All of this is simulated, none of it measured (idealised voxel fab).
You're looking at the process module voxel wiring stack.
For reference, the cross-section in this document is cut, with width 145 nm and square cells of 5 nm.
Cross-sections here: square-cell grids, written as top-down lists of bands, a band being one or more rows of cells.
Look at the band entry: it leads with the top's height and the bottom's height in nm. Then it lists the materials left to right, with a width in nm for each. The word "everywhere" on a single material says that material fills the band edge to edge. The word "empty" is empty space.
Height 0 is the level under which the wafer as received is all one material. The lowest band goes on downwards, as in "top 0, no bottom".
When a width is written as two numbers, as in "30..40", the first number is the width in the top row of cells of the band and the second is the width in its bottom row, and the width changes by the same amount from each row to the next.
Given "no alterations made" for a step, no cell of the cross-section differs between before and after that step.
The entry titled "Fully sealed voids" provides the empty spaces that have no open way to the top, restricted to those of 8 cells or more. Each is presented as width x height at distance, the distance being measured from the left edge, with all three in nm.
Post-settings text on a step line: simulator's own remark regarding the step.
The setting "overlay nm" may be written on the line of a step. When the step uses a mask, the value reports how far to the right of the planned place the mask lay, and a negative value reports that it lay to the left.

Intended process steps:
step 1: RECEIVE, material Si
step 2: CONFORMAL_DEP, material SiO2, thk nm 10
step 3: DIRECTIONAL_DEP, material TiN, thk nm 5
step 4: DIRECTIONAL_DEP, material W, thk nm 15
step 5: DIRECTIONAL_DEP, material aC, thk nm 15
step 6: PATTERN, tone cover, mask id METAL_1, material resist, width nm 25, pitch nm 55, thk nm 30, overlay nm 0
step 7: DIRECTIONAL_ETCH, etch materials aC, depth nm 15
step 8: STRIP, etch materials resist
step 9: DIRECTIONAL_ETCH, etch materials W, depth nm 15
step 10: DIRECTIONAL_ETCH, etch materials TiN, depth nm 5
step 11: STRIP, etch materials aC
step 12: CONFORMAL_DEP, material SiCN, thk nm 5
step 13: FILL_DEP, material SiO2, thk nm 5
step 14: CMP, height nm 30
step 15: CONFORMAL_DEP, material SiCN, thk nm 5
step 16: DIRECTIONAL_DEP, material SiO2, thk nm 35
step 17: MASKED_ETCH, tone open, mask id METAL_2_HOLES, width nm 15, etch materials SiO2, depth nm 35, overlay nm 0
step 18: PATTERN, tone open, mask id METAL_2, material resist, width nm 25, pitch nm 55, thk nm 20, overlay nm 0
step 19: DIRECTIONAL_ETCH, etch materials SiO2, depth nm 20
step 20: DIRECTIONAL_ETCH, etch materials SiCN, depth nm 5
step 21: STRIP, etch materials resist
step 22: CONFORMAL_DEP, material TiN, thk nm 5
step 23: FILL_DEP, material Ru, thk nm 10
step 24: CMP, height nm 70
step 25: CONFORMAL_DEP, material SiCN, thk nm 5
step 26: DIRECTIONAL_DEP, material SiO2, thk nm 20
step 27: DIRECTIONAL_DEP, material aC, thk nm 10
step 28: PATTERN, tone open, mask id PLUG_2, material resist, width nm 15, thk nm 25, overlay nm 0
step 29: DIRECTIONAL_ETCH, etch materials aC, depth nm 10
step 30: STRIP, etch materials resist
step 31: DIRECTIONAL_ETCH, etch materials SiO2, depth nm 20
step 32: DIRECTIONAL_ETCH, etch materials SiCN, depth nm 5
step 33: STRIP, etch materials aC
step 34: EPI, material Ru, thk nm 10
step 35: EPI, material Ru, thk nm 10
step 36: EPI, material Ru, thk nm 5
step 37: DIRECTIONAL_DEP, material TiN, thk nm 5
step 38: DIRECTIONAL_DEP, material Ru, thk nm 15
step 39: PATTERN, tone cover, mask id METAL_3, material resist, width nm 25, pitch nm 55, thk nm 15, overlay nm 0
step 40: DIRECTIONAL_ETCH, etch materials Ru, depth nm 15
step 41: DIRECTIONAL_ETCH, etch materials TiN, depth nm 5
step 42: STRIP, etch materials resist
step 43: FILL_DEP, material SiO2, thk nm 10
step 44: CMP, height nm 115
step 45: CONFORMAL_DEP, material SiN, thk nm 5

Wafer at receipt (post step 1), cross-section:
    top 0, no bottom: Si everywhere
    Fully sealed voids: none

Sectioned view, first of two wafers, at the close of the module, processed as intended in the plan:
    top 120, bottom 115: SiN everywhere
    top 115, bottom 100: 30 SiO2 / 25 Ru / 30 SiO2 / 25 Ru / 35 SiO2
    top 100, bottom 95: 30 SiO2 / 25 TiN / 30 SiO2 / 25 TiN / 35 SiO2
    top 95, bottom 75: 30 SiO2 / 15 Ru / 100 SiO2
    top 75, bottom 70: 30 SiCN / 15 Ru / 100 SiCN
    top 70, bottom 55: 30 SiO2 / 5 TiN / 15 Ru / 5 TiN / 30 SiO2 / 5 TiN / 15 Ru / 5 TiN / 35 SiO2
    top 55, bottom 50: 30 SiO2 / 5 TiN / 5 Ru / 15 TiN / 30 SiO2 / 25 TiN / 35 SiO2
    top 50, bottom 35: 30 SiO2 / 5 TiN / 5 Ru / 5 TiN / 100 SiO2
    top 35, bottom 30: 30 SiCN / 15 TiN / 100 SiCN
    top 30, bottom 15: 25 SiO2 / 5 SiCN / 25 W / 5 SiCN / 20 SiO2 / 5 SiCN / 25 W / 5 SiCN / 30 SiO2
    top 15, bottom 10: 30 SiCN / 25 TiN / 30 SiCN / 25 TiN / 35 SiCN
    top 10, bottom 0: SiO2 everywhere
    top 0, no bottom: Si everywhere
    Fully sealed voids: none

Here is the second of the two wafers cut open at the end of the module - same start, same plan as the first one, but we made one mistake running it:
    top 120, bottom 115: SiN everywhere
    top 115, bottom 100: 30 SiO2 / 25 Ru / 30 SiO2 / 25 Ru / 35 SiO2
    top 100, bottom 95: aC everywhere
    top 95, bottom 75: 30 SiO2 / 15 Ru / 100 SiO2
    top 75, bottom 70: 30 SiCN / 15 Ru / 100 SiCN
    top 70, bottom 55: 30 SiO2 / 5 TiN / 15 Ru / 5 TiN / 30 SiO2 / 5 TiN / 15 Ru / 5 TiN / 35 SiO2
    top 55, bottom 50: 30 SiO2 / 5 TiN / 5 Ru / 15 TiN / 30 SiO2 / 25 TiN / 35 SiO2
    top 50, bottom 35: 30 SiO2 / 5 TiN / 5 Ru / 5 TiN / 100 SiO2
    top 35, bottom 30: 30 SiCN / 15 TiN / 100 SiCN
    top 30, bottom 15: 25 SiO2 / 5 SiCN / 25 W / 5 SiCN / 20 SiO2 / 5 SiCN / 25 W / 5 SiCN / 30 SiO2
    top 15, bottom 10: 30 SiCN / 25 TiN / 30 SiCN / 25 TiN / 35 SiCN
    top 10, bottom 0: SiO2 everywhere
    top 0, no bottom: Si everywhere
    Fully sealed voids: none
The mistake made against the process plan was this: in deviation from the planned setting, step 37 was conducted as DIRECTIONAL_DEP, material aC, thk nm 5
Once processing is complete, comparing cell counts shows that the second wafer has more or fewer of certain materials than the first: SiO2 -19 | TiN -10 | aC +29
